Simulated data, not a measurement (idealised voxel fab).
process module | voxel capacitor over wiring
Section shown: cut. Width: 265 nm. Cell size: 5 nm, square.
Cross-section spec: square-cell grid; bands listed top down; each band is one or more rows. The band entry comprises the height of the band's top followed by the height of its bottom, expressed in nm, and subsequently the band's materials from left to right, each stated together with its width in nm. Where a single material is marked with the word "edge to edge", that material fills the band from edge to edge. The word "blank" represents empty space. Basically, 0 is our baseline, since under it the wafer straight out of the box is all one material. The bottom band has no lower end and keeps on going down, so it looks like "top 0, no bottom". The notation "30 to 40" denotes a width that varies across the rows of cells in the band, beginning at the first number in the top row, finishing at the second number in the bottom row, and changing by an identical amount from each row to the next. Step note "left unchanged" = no cross-section cell changed. "Fully sealed cavities" specifies each empty space that is not open to the top and that occupies no fewer than 8 cells, using the form width x height at distance, the distance measured from the left edge and all three quantities in nm. Text after the settings on a step's line: the simulator's own remark on that step. "overlay nm" on a masked step: distance the mask lay right of its planned place, negative for left.
SO HERE'S THE LINEUP OF PROCESS STEPS WE PLANNED
1. RECEIVE (material Si)
2. CONFORMAL_DEP (material SiO2; thk nm 10)
3. DIRECTIONAL_DEP (material TiN; thk nm 5)
4. DIRECTIONAL_DEP (material W; thk nm 20)
5. PATTERN (tone cover; mask id METAL_1; material resist; width nm 25; pitch nm 75; thk nm 20; overlay nm 0)
6. DIRECTIONAL_ETCH (etch materials W; depth nm 20)
7. DIRECTIONAL_ETCH (etch materials TiN; depth nm 5)
8. STRIP (etch materials resist)
9. FILL_DEP (material lowk; thk nm 10)
10. CMP (height nm 35)
11. CONFORMAL_DEP (material SiCN; thk nm 5)
12. DIRECTIONAL_DEP (material lowk; thk nm 20)
13. DIRECTIONAL_DEP (material aC; thk nm 15)
14. PATTERN (tone open; mask id PLUG_1; material resist; width nm 15; thk nm 30; overlay nm 0)
15. DIRECTIONAL_ETCH (etch materials aC; depth nm 15)
16. STRIP (etch materials resist)
17. DIRECTIONAL_ETCH (etch materials lowk; depth nm 20)
18. DIRECTIONAL_ETCH (etch materials SiCN; depth nm 5)
19. STRIP (etch materials aC)
20. EPI (material Ru; thk nm 10)
21. EPI (material Ru; thk nm 10)
22. EPI (material Ru; thk nm 5)
23. DIRECTIONAL_DEP (material TiN; thk nm 5)
24. DIRECTIONAL_DEP (material SiN; thk nm 5)
25. DIRECTIONAL_DEP (material TiN; thk nm 10)
26. DIRECTIONAL_DEP (material aC; thk nm 15)
27. PATTERN (tone cover; mask id UPPER_PLATE; material resist; width nm 55; thk nm 30; overlay nm 0)
28. DIRECTIONAL_ETCH (etch materials aC; depth nm 15)
29. STRIP (etch materials resist)
30. DIRECTIONAL_ETCH (etch materials TiN; depth nm 10)
31. DIRECTIONAL_ETCH (etch materials SiN; depth nm 5)
32. STRIP (etch materials aC)
33. MASKED_ETCH (tone cover; mask id LOWER_PLATE; width nm 65; etch materials TiN; depth nm 5; overlay nm 0)
34. FILL_DEP (material SiO2; thk nm 15)
35. CMP (height nm 90)
36. DIRECTIONAL_DEP (material aC; thk nm 15)
37. PATTERN (tone open; mask id PLUG_2; material resist; width nm 15; thk nm 30; overlay nm 0)
38. DIRECTIONAL_ETCH (etch materials aC; depth nm 15)
39. STRIP (etch materials resist)
40. DIRECTIONAL_ETCH (etch materials SiO2; depth nm 10)
41. STRIP (etch materials aC)
42. CONFORMAL_DEP (material TiN; thk nm 5)
43. FILL_DEP (material W; thk nm 10)
44. CMP (height nm 90)
45. CONFORMAL_DEP (material SiCN; thk nm 5)
FIRST OF TWO WAFERS: RUN AS PLANNED
AS RECEIVED, AFTER STEP 1
    top 0, no bottom  Si edge to edge
    Fully sealed cavities: none
STATE OF THE WAFER AFTER STEP 2, SHOWN IN CROSS-SECTION
    top 10, bottom 0  SiO2 edge to edge
    Rest of section, below 0: as before.
STATE OF THE WAFER AFTER STEP 3, SHOWN IN CROSS-SECTION
    top 15, bottom 10  TiN edge to edge
    Rest of section, below 10: as before.
STATE OF THE WAFER AFTER STEP 4, SHOWN IN CROSS-SECTION
    top 35, bottom 15  W edge to edge
    Rest of section, below 15: as before.
STATE OF THE WAFER AFTER STEP 5, SHOWN IN CROSS-SECTION
    top 55, bottom 35  80 nm blank / 25 nm resist / 50 nm blank / 25 nm resist / 85 nm blank
    Rest of section, below 35: as before.
STATE OF THE WAFER AFTER STEP 6, SHOWN IN CROSS-SECTION
    top 55, bottom 35  80 nm blank / 25 nm resist / 50 nm blank / 25 nm resist / 85 nm blank
    top 35, bottom 15  80 nm blank / 25 nm W / 50 nm blank / 25 nm W / 85 nm blank
    Rest of section, below 15: as before.
STATE OF THE WAFER AFTER STEP 7, SHOWN IN CROSS-SECTION
    top 55, bottom 35  80 nm blank / 25 nm resist / 50 nm blank / 25 nm resist / 85 nm blank
    top 35, bottom 15  80 nm blank / 25 nm W / 50 nm blank / 25 nm W / 85 nm blank
    top 15, bottom 10  80 nm blank / 25 nm TiN / 50 nm blank / 25 nm TiN / 85 nm blank
    Rest of section, below 10: as before.
STATE OF THE WAFER AFTER STEP 8, SHOWN IN CROSS-SECTION
    top 35, bottom 15  80 nm blank / 25 nm W / 50 nm blank / 25 nm W / 85 nm blank
    Rest of section, below 15: as before.
STATE OF THE WAFER AFTER STEP 9, SHOWN IN CROSS-SECTION
    top 45, bottom 35  lowk edge to edge
    top 35, bottom 15  80 nm lowk / 25 nm W / 50 nm lowk / 25 nm W / 85 nm lowk
    top 15, bottom 10  80 nm lowk / 25 nm TiN / 50 nm lowk / 25 nm TiN / 85 nm lowk
    Rest of section, below 10: as before.
STATE OF THE WAFER AFTER STEP 10, SHOWN IN CROSS-SECTION
    top 35, bottom 15  80 nm lowk / 25 nm W / 50 nm lowk / 25 nm W / 85 nm lowk
    Rest of section, below 15: as before.
STATE OF THE WAFER AFTER STEP 11, SHOWN IN CROSS-SECTION
    top 40, bottom 35  SiCN edge to edge
    Rest of section, below 35: as before.
STATE OF THE WAFER AFTER STEP 12, SHOWN IN CROSS-SECTION
    top 60, bottom 40  lowk edge to edge
    Rest of section, below 40: as before.
STATE OF THE WAFER AFTER STEP 13, SHOWN IN CROSS-SECTION
    top 75, bottom 60  aC edge to edge
    Rest of section, below 60: as before.
STATE OF THE WAFER AFTER STEP 14, SHOWN IN CROSS-SECTION
    top 105, bottom 75  90 nm resist / 15 nm blank / 160 nm resist
    Rest of section, below 75: as before.
STATE OF THE WAFER AFTER STEP 15, SHOWN IN CROSS-SECTION
    top 90, bottom 75  90 nm resist / 15 nm blank / 160 nm resist
    top 75, bottom 60  90 nm aC / 15 nm blank / 160 nm aC
    Rest of section, below 60: as before.
STATE OF THE WAFER AFTER STEP 16, SHOWN IN CROSS-SECTION
    top 75, bottom 60  90 nm aC / 15 nm blank / 160 nm aC
    Rest of section, below 60: as before.
STATE OF THE WAFER AFTER STEP 17, SHOWN IN CROSS-SECTION
    top 75, bottom 60  90 nm aC / 15 nm blank / 160 nm aC
    top 60, bottom 40  90 nm lowk / 15 nm blank / 160 nm lowk
    Rest of section, below 40: as before.
STATE OF THE WAFER AFTER STEP 18, SHOWN IN CROSS-SECTION
    top 75, bottom 60  90 nm aC / 15 nm blank / 160 nm aC
    top 60, bottom 40  90 nm lowk / 15 nm blank / 160 nm lowk
    top 40, bottom 35  90 nm SiCN / 15 nm blank / 160 nm SiCN
    Rest of section, below 35: as before.
STATE OF THE WAFER AFTER STEP 19, SHOWN IN CROSS-SECTION
    top 60, bottom 40  90 nm lowk / 15 nm blank / 160 nm lowk
    Rest of section, below 40: as before.
STATE OF THE WAFER AFTER STEP 20, SHOWN IN CROSS-SECTION
    top 60, bottom 45  90 nm lowk / 15 nm blank / 160 nm lowk
    top 45, bottom 40  90 nm lowk / 15 nm Ru / 160 nm lowk
    top 40, bottom 35  90 nm SiCN / 15 nm Ru / 160 nm SiCN
    Rest of section, below 35: as before.
STATE OF THE WAFER AFTER STEP 21, SHOWN IN CROSS-SECTION
    top 60, bottom 55  90 nm lowk / 15 nm blank / 160 nm lowk
    top 55, bottom 40  90 nm lowk / 15 nm Ru / 160 nm lowk
    Rest of section, below 40: as before.
STATE OF THE WAFER AFTER STEP 22, SHOWN IN CROSS-SECTION
    top 60, bottom 40  90 nm lowk / 15 nm Ru / 160 nm lowk
    Rest of section, below 40: as before.
STATE OF THE WAFER AFTER STEP 23, SHOWN IN CROSS-SECTION
    top 65, bottom 60  TiN edge to edge
    Rest of section, below 60: as before.
STATE OF THE WAFER AFTER STEP 24, SHOWN IN CROSS-SECTION
    top 70, bottom 65  SiN edge to edge
    Rest of section, below 65: as before.
STATE OF THE WAFER AFTER STEP 25, SHOWN IN CROSS-SECTION
    top 80, bottom 70  TiN edge to edge
    Rest of section, below 70: as before.
STATE OF THE WAFER AFTER STEP 26, SHOWN IN CROSS-SECTION
    top 95, bottom 80  aC edge to edge
    Rest of section, below 80: as before.
STATE OF THE WAFER AFTER STEP 27, SHOWN IN CROSS-SECTION
    top 125, bottom 95  90 nm blank / 55 nm resist / 120 nm blank
    Rest of section, below 95: as before.
STATE OF THE WAFER AFTER STEP 28, SHOWN IN CROSS-SECTION
    top 110, bottom 95  90 nm blank / 55 nm resist / 120 nm blank
    top 95, bottom 80  90 nm blank / 55 nm aC / 120 nm blank
    Rest of section, below 80: as before.
STATE OF THE WAFER AFTER STEP 29, SHOWN IN CROSS-SECTION
    top 95, bottom 80  90 nm blank / 55 nm aC / 120 nm blank
    Rest of section, below 80: as before.
STATE OF THE WAFER AFTER STEP 30, SHOWN IN CROSS-SECTION
    top 95, bottom 80  90 nm blank / 55 nm aC / 120 nm blank
    top 80, bottom 70  90 nm blank / 55 nm TiN / 120 nm blank
    Rest of section, below 70: as before.
STATE OF THE WAFER AFTER STEP 31, SHOWN IN CROSS-SECTION
    top 95, bottom 80  90 nm blank / 55 nm aC / 120 nm blank
    top 80, bottom 70  90 nm blank / 55 nm TiN / 120 nm blank
    top 70, bottom 65  90 nm blank / 55 nm SiN / 120 nm blank
    Rest of section, below 65: as before.
STATE OF THE WAFER AFTER STEP 32, SHOWN IN CROSS-SECTION
    top 80, bottom 70  90 nm blank / 55 nm TiN / 120 nm blank
    Rest of section, below 70: as before.
STATE OF THE WAFER AFTER STEP 33, SHOWN IN CROSS-SECTION
    top 80, bottom 70  90 nm blank / 55 nm TiN / 120 nm blank
    top 70, bottom 65  90 nm blank / 55 nm SiN / 120 nm blank
    top 65, bottom 60  85 nm blank / 65 nm TiN / 115 nm blank
    Rest of section, below 60: as before.
STATE OF THE WAFER AFTER STEP 34, SHOWN IN CROSS-SECTION
    top 95, bottom 80  SiO2 edge to edge
    top 80, bottom 70  90 nm SiO2 / 55 nm TiN / 120 nm SiO2
    top 70, bottom 65  90 nm SiO2 / 55 nm SiN / 120 nm SiO2
    top 65, bottom 60  85 nm SiO2 / 65 nm TiN / 115 nm SiO2
    Rest of section, below 60: as before.
STATE OF THE WAFER AFTER STEP 35, SHOWN IN CROSS-SECTION
    top 90, bottom 80  SiO2 edge to edge
    Rest of section, below 80: as before.
STATE OF THE WAFER AFTER STEP 36, SHOWN IN CROSS-SECTION
    top 105, bottom 90  aC edge to edge
    Rest of section, below 90: as before.
STATE OF THE WAFER AFTER STEP 37, SHOWN IN CROSS-SECTION
    top 135, bottom 105  100 nm resist / 15 nm blank / 150 nm resist
    Rest of section, below 105: as before.
STATE OF THE WAFER AFTER STEP 38, SHOWN IN CROSS-SECTION
    top 120, bottom 105  100 nm resist / 15 nm blank / 150 nm resist
    top 105, bottom 90  100 nm aC / 15 nm blank / 150 nm aC
    Rest of section, below 90: as before.
STATE OF THE WAFER AFTER STEP 39, SHOWN IN CROSS-SECTION
    top 105, bottom 90  100 nm aC / 15 nm blank / 150 nm aC
    Rest of section, below 90: as before.
STATE OF THE WAFER AFTER STEP 40, SHOWN IN CROSS-SECTION
    top 105, bottom 90  100 nm aC / 15 nm blank / 150 nm aC
    top 90, bottom 80  100 nm SiO2 / 15 nm blank / 150 nm SiO2
    Rest of section, below 80: as before.
STATE OF THE WAFER AFTER STEP 41, SHOWN IN CROSS-SECTION
    top 90, bottom 80  100 nm SiO2 / 15 nm blank / 150 nm SiO2
    Rest of section, below 80: as before.
STATE OF THE WAFER AFTER STEP 42, SHOWN IN CROSS-SECTION
    top 95, bottom 90  105 nm TiN / 5 nm blank / 155 nm TiN
    top 90, bottom 85  100 nm SiO2 / 5 nm TiN / 5 nm blank / 5 nm TiN / 150 nm SiO2
    top 85, bottom 80  100 nm SiO2 / 15 nm TiN / 150 nm SiO2
    Rest of section, below 80: as before.
STATE OF THE WAFER AFTER STEP 43, SHOWN IN CROSS-SECTION
    top 105, bottom 95  W edge to edge
    top 95, bottom 90  105 nm TiN / 5 nm W / 155 nm TiN
    top 90, bottom 85  100 nm SiO2 / 5 nm TiN / 5 nm W / 5 nm TiN / 150 nm SiO2
    Rest of section, below 85: as before.
STATE OF THE WAFER AFTER STEP 44, SHOWN IN CROSS-SECTION
    top 90, bottom 85  100 nm SiO2 / 5 nm TiN / 5 nm W / 5 nm TiN / 150 nm SiO2
    Rest of section, below 85: as before.
STATE OF THE WAFER AFTER STEP 45, SHOWN IN CROSS-SECTION
    top 95, bottom 90  SiCN edge to edge
    Rest of section, below 90: as before.
WAFER TWO. IDENTICAL START, IDENTICAL PLAN. ONE MISTAKE IN EXECUTION. IDENTICAL HISTORY THROUGH STEP 13
THE SECOND WAFER CUT THROUGH, AT THE TIME STEP 14 WAS SUPPOSED TO BE FINISHED
    top 105, bottom 75  90 nm blank / 15 nm resist / 160 nm blank
    Rest of section, below 75: as before.
THE SECOND WAFER CUT THROUGH, AT THE TIME STEP 15 WAS SUPPOSED TO BE FINISHED
    top 90, bottom 75  90 nm blank / 15 nm resist / 160 nm blank
    top 75, bottom 60  90 nm blank / 15 nm aC / 160 nm blank
    Rest of section, below 60: as before.
THE SECOND WAFER CUT THROUGH, AT THE TIME STEP 16 WAS SUPPOSED TO BE FINISHED
    top 75, bottom 60  90 nm blank / 15 nm aC / 160 nm blank
    Rest of section, below 60: as before.
THE SECOND WAFER CUT THROUGH, AT THE TIME STEP 17 WAS SUPPOSED TO BE FINISHED
    top 75, bottom 60  90 nm blank / 15 nm aC / 160 nm blank
    top 60, bottom 40  90 nm blank / 15 nm lowk / 160 nm blank
    Rest of section, below 40: as before.
THE SECOND WAFER CUT THROUGH, AT THE TIME STEP 18 WAS SUPPOSED TO BE FINISHED
    top 75, bottom 60  90 nm blank / 15 nm aC / 160 nm blank
    top 60, bottom 40  90 nm blank / 15 nm lowk / 160 nm blank
    top 40, bottom 35  90 nm blank / 15 nm SiCN / 160 nm blank
    Rest of section, below 35: as before.
THE SECOND WAFER CUT THROUGH, AT THE TIME STEP 19 WAS SUPPOSED TO BE FINISHED
    top 60, bottom 40  90 nm blank / 15 nm lowk / 160 nm blank
    Rest of section, below 40: as before.
THE SECOND WAFER CUT THROUGH, AT THE TIME STEP 20 WAS SUPPOSED TO BE FINISHED
    top 60, bottom 45  90 nm blank / 15 nm lowk / 160 nm blank
    top 45, bottom 40  70 nm blank / 20 nm Ru / 15 nm lowk / 40 nm blank / 45 nm Ru / 75 nm blank
    top 40, bottom 35  70 nm blank / 20 nm Ru / 15 nm SiCN / 40 nm blank / 45 nm Ru / 75 nm blank
    Rest of section, below 35: as before.
THE SECOND WAFER CUT THROUGH, AT THE TIME STEP 21 WAS SUPPOSED TO BE FINISHED
    top 60, bottom 55  90 nm blank / 15 nm lowk / 160 nm blank
    top 55, bottom 40  60 nm blank / 30 nm Ru / 15 nm lowk / 30 nm blank / 65 nm Ru / 65 nm blank
    top 40, bottom 35  60 nm blank / 30 nm Ru / 15 nm SiCN / 30 nm blank / 65 nm Ru / 65 nm blank
    Rest of section, below 35: as before.
THE SECOND WAFER CUT THROUGH, AT THE TIME STEP 22 WAS SUPPOSED TO BE FINISHED
    top 60, bottom 40  55 nm blank / 35 nm Ru / 15 nm lowk / 25 nm blank / 75 nm Ru / 60 nm blank
    top 40, bottom 35  55 nm blank / 35 nm Ru / 15 nm SiCN / 25 nm blank / 75 nm Ru / 60 nm blank
    Rest of section, below 35: as before.
THE SECOND WAFER CUT THROUGH, AT THE TIME STEP 23 WAS SUPPOSED TO BE FINISHED
    top 65, bottom 60  55 nm blank / 50 nm TiN / 25 nm blank / 75 nm TiN / 60 nm blank
    top 60, bottom 40  55 nm blank / 35 nm Ru / 15 nm lowk / 25 nm blank / 75 nm Ru / 60 nm blank
    top 40, bottom 35  55 nm TiN / 35 nm Ru / 15 nm SiCN / 25 nm TiN / 75 nm Ru / 60 nm TiN
    Rest of section, below 35: as before.
THE SECOND WAFER CUT THROUGH, AT THE TIME STEP 24 WAS SUPPOSED TO BE FINISHED
    top 70, bottom 65  55 nm blank / 50 nm SiN / 25 nm blank / 75 nm SiN / 60 nm blank
    top 65, bottom 60  55 nm blank / 50 nm TiN / 25 nm blank / 75 nm TiN / 60 nm blank
    top 60, bottom 45  55 nm blank / 35 nm Ru / 15 nm lowk / 25 nm blank / 75 nm Ru / 60 nm blank
    top 45, bottom 40  55 nm SiN / 35 nm Ru / 15 nm lowk / 25 nm SiN / 75 nm Ru / 60 nm SiN
    Rest of section, below 40: as before.
THE SECOND WAFER CUT THROUGH, AT THE TIME STEP 25 WAS SUPPOSED TO BE FINISHED
    top 80, bottom 70  55 nm blank / 50 nm TiN / 25 nm blank / 75 nm TiN / 60 nm blank
    top 70, bottom 65  55 nm blank / 50 nm SiN / 25 nm blank / 75 nm SiN / 60 nm blank
    top 65, bottom 60  55 nm blank / 50 nm TiN / 25 nm blank / 75 nm TiN / 60 nm blank
    top 60, bottom 55  55 nm blank / 35 nm Ru / 15 nm lowk / 25 nm blank / 75 nm Ru / 60 nm blank
    top 55, bottom 45  55 nm TiN / 35 nm Ru / 15 nm lowk / 25 nm TiN / 75 nm Ru / 60 nm TiN
    Rest of section, below 45: as before.
THE SECOND WAFER CUT THROUGH, AT THE TIME STEP 26 WAS SUPPOSED TO BE FINISHED
    top 95, bottom 80  55 nm blank / 50 nm aC / 25 nm blank / 75 nm aC / 60 nm blank
    top 80, bottom 70  55 nm blank / 50 nm TiN / 25 nm blank / 75 nm TiN / 60 nm blank
    top 70, bottom 65  55 nm aC / 50 nm SiN / 25 nm aC / 75 nm SiN / 60 nm aC
    top 65, bottom 60  55 nm aC / 50 nm TiN / 25 nm aC / 75 nm TiN / 60 nm aC
    top 60, bottom 55  55 nm aC / 35 nm Ru / 15 nm lowk / 25 nm aC / 75 nm Ru / 60 nm aC
    Rest of section, below 55: as before.
THE SECOND WAFER CUT THROUGH, AT THE TIME STEP 27 WAS SUPPOSED TO BE FINISHED
    top 125, bottom 95  90 nm blank / 55 nm resist / 120 nm blank
    top 95, bottom 80  55 nm blank / 50 nm aC / 25 nm resist / 75 nm aC / 60 nm blank
    top 80, bottom 70  55 nm blank / 50 nm TiN / 25 nm resist / 75 nm TiN / 60 nm blank
    Rest of section, below 70: as before.
THE SECOND WAFER CUT THROUGH, AT THE TIME STEP 28 WAS SUPPOSED TO BE FINISHED
    top 110, bottom 95  90 nm blank / 55 nm resist / 120 nm blank
    top 95, bottom 80  90 nm blank / 15 nm aC / 25 nm resist / 15 nm aC / 120 nm blank
    top 80, bottom 70  55 nm blank / 50 nm TiN / 25 nm resist / 75 nm TiN / 60 nm blank
    top 70, bottom 65  55 nm blank / 50 nm SiN / 25 nm aC / 75 nm SiN / 60 nm blank
    top 65, bottom 60  55 nm blank / 50 nm TiN / 25 nm aC / 75 nm TiN / 60 nm blank
    top 60, bottom 55  55 nm blank / 35 nm Ru / 15 nm lowk / 25 nm aC / 75 nm Ru / 60 nm blank
    Rest of section, below 55: as before.
THE SECOND WAFER CUT THROUGH, AT THE TIME STEP 29 WAS SUPPOSED TO BE FINISHED
    top 95, bottom 80  90 nm blank / 15 nm aC / 25 nm blank / 15 nm aC / 120 nm blank
    top 80, bottom 70  55 nm blank / 50 nm TiN / 25 nm blank / 75 nm TiN / 60 nm blank
    Rest of section, below 70: as before.
THE SECOND WAFER CUT THROUGH, AT THE TIME STEP 30 WAS SUPPOSED TO BE FINISHED
    top 95, bottom 80  90 nm blank / 15 nm aC / 25 nm blank / 15 nm aC / 120 nm blank
    top 80, bottom 70  90 nm blank / 15 nm TiN / 25 nm blank / 15 nm TiN / 120 nm blank
    top 70, bottom 65  55 nm blank / 50 nm SiN / 25 nm aC / 75 nm SiN / 60 nm blank
    top 65, bottom 60  55 nm blank / 50 nm TiN / 25 nm aC / 75 nm TiN / 60 nm blank
    top 60, bottom 55  55 nm blank / 35 nm Ru / 15 nm lowk / 25 nm aC / 75 nm Ru / 60 nm blank
    top 55, bottom 45  55 nm blank / 35 nm Ru / 15 nm lowk / 25 nm TiN / 75 nm Ru / 60 nm blank
    Rest of section, below 45: as before.
THE SECOND WAFER CUT THROUGH, AT THE TIME STEP 31 WAS SUPPOSED TO BE FINISHED
    top 95, bottom 80  90 nm blank / 15 nm aC / 25 nm blank / 15 nm aC / 120 nm blank
    top 80, bottom 70  90 nm blank / 15 nm TiN / 25 nm blank / 15 nm TiN / 120 nm blank
    top 70, bottom 65  90 nm blank / 15 nm SiN / 25 nm aC / 15 nm SiN / 120 nm blank
    top 65, bottom 60  55 nm blank / 50 nm TiN / 25 nm aC / 75 nm TiN / 60 nm blank
    top 60, bottom 55  55 nm blank / 35 nm Ru / 15 nm lowk / 25 nm aC / 75 nm Ru / 60 nm blank
    top 55, bottom 45  55 nm blank / 35 nm Ru / 15 nm lowk / 25 nm TiN / 75 nm Ru / 60 nm blank
    top 45, bottom 40  55 nm blank / 35 nm Ru / 15 nm lowk / 25 nm SiN / 75 nm Ru / 60 nm blank
    Rest of section, below 40: as before.
THE SECOND WAFER CUT THROUGH, AT THE TIME STEP 32 WAS SUPPOSED TO BE FINISHED
    top 80, bottom 70  90 nm blank / 15 nm TiN / 25 nm blank / 15 nm TiN / 120 nm blank
    top 70, bottom 65  90 nm blank / 15 nm SiN / 25 nm blank / 15 nm SiN / 120 nm blank
    top 65, bottom 60  55 nm blank / 50 nm TiN / 25 nm blank / 75 nm TiN / 60 nm blank
    top 60, bottom 55  55 nm blank / 35 nm Ru / 15 nm lowk / 25 nm blank / 75 nm Ru / 60 nm blank
    Rest of section, below 55: as before.
THE SECOND WAFER CUT THROUGH, AT THE TIME STEP 33 WAS SUPPOSED TO BE FINISHED
    top 80, bottom 70  90 nm blank / 15 nm TiN / 25 nm blank / 15 nm TiN / 120 nm blank
    top 70, bottom 65  90 nm blank / 15 nm SiN / 25 nm blank / 15 nm SiN / 120 nm blank
    top 65, bottom 60  85 nm blank / 20 nm TiN / 25 nm blank / 20 nm TiN / 115 nm blank
    top 60, bottom 55  55 nm blank / 35 nm Ru / 15 nm lowk / 25 nm blank / 75 nm Ru / 60 nm blank
    top 55, bottom 45  55 nm blank / 35 nm Ru / 15 nm lowk / 25 nm TiN / 75 nm Ru / 60 nm blank
    top 45, bottom 40  55 nm blank / 35 nm Ru / 15 nm lowk / 25 nm SiN / 75 nm Ru / 60 nm blank
    top 40, bottom 35  55 nm blank / 35 nm Ru / 15 nm SiCN / 25 nm TiN / 75 nm Ru / 60 nm blank
    Rest of section, below 35: as before.
THE SECOND WAFER CUT THROUGH, AT THE TIME STEP 34 WAS SUPPOSED TO BE FINISHED
    top 95, bottom 80  SiO2 edge to edge
    top 80, bottom 70  90 nm SiO2 / 15 nm TiN / 25 nm SiO2 / 15 nm TiN / 120 nm SiO2
    top 70, bottom 65  90 nm SiO2 / 15 nm SiN / 25 nm SiO2 / 15 nm SiN / 120 nm SiO2
    top 65, bottom 60  85 nm SiO2 / 20 nm TiN / 25 nm SiO2 / 20 nm TiN / 115 nm SiO2
    top 60, bottom 55  55 nm SiO2 / 35 nm Ru / 15 nm lowk / 25 nm SiO2 / 75 nm Ru / 60 nm SiO2
    top 55, bottom 45  55 nm SiO2 / 35 nm Ru / 15 nm lowk / 25 nm TiN / 75 nm Ru / 60 nm SiO2
    top 45, bottom 40  55 nm SiO2 / 35 nm Ru / 15 nm lowk / 25 nm SiN / 75 nm Ru / 60 nm SiO2
    top 40, bottom 35  55 nm SiO2 / 35 nm Ru / 15 nm SiCN / 25 nm TiN / 75 nm Ru / 60 nm SiO2
    Rest of section, below 35: as before.
THE SECOND WAFER CUT THROUGH, AT THE TIME STEP 35 WAS SUPPOSED TO BE FINISHED
    top 90, bottom 80  SiO2 edge to edge
    Rest of section, below 80: as before.
THE SECOND WAFER CUT THROUGH, AT THE TIME STEP 36 WAS SUPPOSED TO BE FINISHED
    top 105, bottom 90  aC edge to edge
    Rest of section, below 90: as before.
THE SECOND WAFER CUT THROUGH, AT THE TIME STEP 37 WAS SUPPOSED TO BE FINISHED
    top 135, bottom 105  100 nm resist / 15 nm blank / 150 nm resist
    Rest of section, below 105: as before.
THE SECOND WAFER CUT THROUGH, AT THE TIME STEP 38 WAS SUPPOSED TO BE FINISHED
    top 120, bottom 105  100 nm resist / 15 nm blank / 150 nm resist
    top 105, bottom 90  100 nm aC / 15 nm blank / 150 nm aC
    Rest of section, below 90: as before.
THE SECOND WAFER CUT THROUGH, AT THE TIME STEP 39 WAS SUPPOSED TO BE FINISHED
    top 105, bottom 90  100 nm aC / 15 nm blank / 150 nm aC
    Rest of section, below 90: as before.
THE SECOND WAFER CUT THROUGH, AT THE TIME STEP 40 WAS SUPPOSED TO BE FINISHED
    top 105, bottom 90  100 nm aC / 15 nm blank / 150 nm aC
    top 90, bottom 80  100 nm SiO2 / 15 nm blank / 150 nm SiO2
    Rest of section, below 80: as before.
THE SECOND WAFER CUT THROUGH, AT THE TIME STEP 41 WAS SUPPOSED TO BE FINISHED
    top 90, bottom 80  100 nm SiO2 / 15 nm blank / 150 nm SiO2
    Rest of section, below 80: as before.
THE SECOND WAFER CUT THROUGH, AT THE TIME STEP 42 WAS SUPPOSED TO BE FINISHED
    top 95, bottom 90  105 nm TiN / 5 nm blank / 155 nm TiN
    top 90, bottom 85  100 nm SiO2 / 5 nm TiN / 5 nm blank / 5 nm TiN / 150 nm SiO2
    top 85, bottom 80  100 nm SiO2 / 15 nm TiN / 150 nm SiO2
    Rest of section, below 80: as before.
THE SECOND WAFER CUT THROUGH, AT THE TIME STEP 43 WAS SUPPOSED TO BE FINISHED
    top 105, bottom 95  W edge to edge
    top 95, bottom 90  105 nm TiN / 5 nm W / 155 nm TiN
    top 90, bottom 85  100 nm SiO2 / 5 nm TiN / 5 nm W / 5 nm TiN / 150 nm SiO2
    Rest of section, below 85: as before.
THE SECOND WAFER CUT THROUGH, AT THE TIME STEP 44 WAS SUPPOSED TO BE FINISHED
    top 90, bottom 85  100 nm SiO2 / 5 nm TiN / 5 nm W / 5 nm TiN / 150 nm SiO2
    Rest of section, below 85: as before.
THE SECOND WAFER CUT THROUGH, AT THE TIME STEP 45 WAS SUPPOSED TO BE FINISHED
    top 95, bottom 90  SiCN edge to edge
    Rest of section, below 90: as before.
The mistake made against the process plan was this: step 14 was run on a setting that differed from the plan, and what really ran there is PATTERN (tone cover; mask id PLUG_1; material resist; width nm 15; thk nm 30; overlay nm 0)
Per the end-of-run cell counts, the second wafer holds more or fewer of some materials than the first: 95 more of Ru, 47 fewer of SiCN, 140 more of SiO2, 188 fewer of lowk
